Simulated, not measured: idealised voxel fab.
The process module that follows is named voxel spacer lines.
It is cross-section cut that appears here, measuring 180 nm in width, its square cells being 5 nm in size.
Bands, listed from the top down, are how a cross-section gets written in this document; the cross-section itself is a grid of square cells, and a band is one or more rows of them.
Within each band entry, the heights of the top and of the bottom of the band appear first, in that order and in nm; the materials of the band then follow from left to right, each with its corresponding width in nm. The designation "throughout" on a single material indicates that it fills the band from edge to edge; the designation "empty" indicates empty space.
Heads up on the height convention: 0 is the point under which the incoming wafer is all one material, and the lowest band has no bottom, it just keeps going down, like "0 -> down".
Graded width ("30..40"): value in top row of band = first number; value in bottom row = second number; row-to-row change constant.
No cell of the cross-section changed in a step that is given as "no modifications".
Entry "Closed empty spaces". Content: empty spaces with no open connection to the top, size 8 cells or greater. Each: width x height at distance. Distance: from left edge. Unit: nm.
It should be noted that, on the line of a given step, the content following the step's settings is a remark produced by the simulator itself with respect to that step.
You can add "overlay nm" to a step's line. For a step with a mask, it describes how far the mask lay to the right of its planned position, and a negative number describes a lay to the left.
PROCESS STEPS FORESEEN IN THE PLAN
- 1: RECEIVE | material Si
- 2: CONFORMAL_DEP | material Al2O3 | thk nm 10
- 3: DIRECTIONAL_DEP | material TiN | thk nm 10
- 4: DIRECTIONAL_DEP | material aC | thk nm 30
- 5: PATTERN | tone cover | mask id MANDREL | material resist | width nm 25 | pitch nm 70 | thk nm 35 | overlay nm 0
- 6: DIRECTIONAL_ETCH | etch materials aC | depth nm 30
- 7: STRIP | etch materials resist
- 8: CONFORMAL_DEP | material SiN | thk nm 10
- 9: DIRECTIONAL_ETCH | etch materials SiN | depth nm 10
- 10: STRIP | etch materials aC
- 11: DIRECTIONAL_ETCH | etch materials TiN | depth nm 10
- 12: STRIP | etch materials SiN
- 13: FILL_DEP | material lowk | thk nm 10
- 14: CMP | height nm 10
Wafer-to-wafer difference: height nm, step 14. Common start. Plan = first wafer's value.
CUT THROUGH THE FIRST OF SEVERAL WAFERS AS RECEIVED, POST STEP 1
  0 -> down | Si throughout
  Closed empty spaces: none
ROWS = WAFERS. AT MODULE END, EACH ROW LISTS PER MATERIAL THE CELLS GAINED (+) OR LOST (-) SINCE THE WAFER WAS RECEIVED, THEN THE CLOSED VOIDS
height nm 10, +72 Al2O3, Closed empty spaces: none
height nm 15, +72 Al2O3, +8 TiN, +28 lowk, Closed empty spaces: none
height nm 20, +72 Al2O3, +16 TiN, +56 lowk, Closed empty spaces: none
height nm 25, +72 Al2O3, +16 TiN, +92 lowk, Closed empty spaces: none
height nm 30, +72 Al2O3, +16 TiN, +128 lowk, Closed empty spaces: none
